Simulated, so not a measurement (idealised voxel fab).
process module | voxel released beams
cross-section cut | 225 nm wide | cells 5 nm
A cross-section is a grid of square cells, given in bands from the top down. A band is one or more rows of cells.
Each band's line starts with the height of the band's top and of its bottom, in nm. Then come its materials from left to right, each with its width in nm. One material with "throughout" fills the band from edge to edge. "air" is empty space.
Height 0 is the level under which the wafer as received is all one material. The lowest band goes on downwards, as in "0 down".
A width such as "30 to 40" changes by the same amount from each row of cells to the next, from the band's top row to its bottom row.
"no change" after a step means that no cell of the cross-section changed.
closed voids: empty space of 8 cells or more with no open way to the top, each as width x height at its distance from the left edge, in nm
after a step's settings: what the simulator itself notes on the step
overlay nm, on a step with a mask: how far to the right of its planned place the mask lay; to the left if negative
plan
1 op RECEIVE | material Si
2 op CONFORMAL_DEP | material Al2O3 | thk nm 10
3 op DIRECTIONAL_DEP | material SiO2 | thk nm 15
4 op MASKED_ETCH | tone open | mask id ANCHOR | width nm 45 | etch materials SiO2 | depth nm 15 | overlay nm 0
5 op CONFORMAL_DEP | material polySi | thk nm 15
6 op MASKED_ETCH | tone cover | mask id BEAM | width nm 100 | etch materials polySi | depth nm 15 | overlay nm 0
7 op STRIP | etch materials SiO2
as received, after step 1
  0 down: Si throughout
  closed voids: none
a wafer at the end: this start, this plan, one mistake
  0 down: Si throughout
  closed voids: none
what went wrong: step 2 ran as: op CONFORMAL_DEP | material SiO2 | thk nm 10
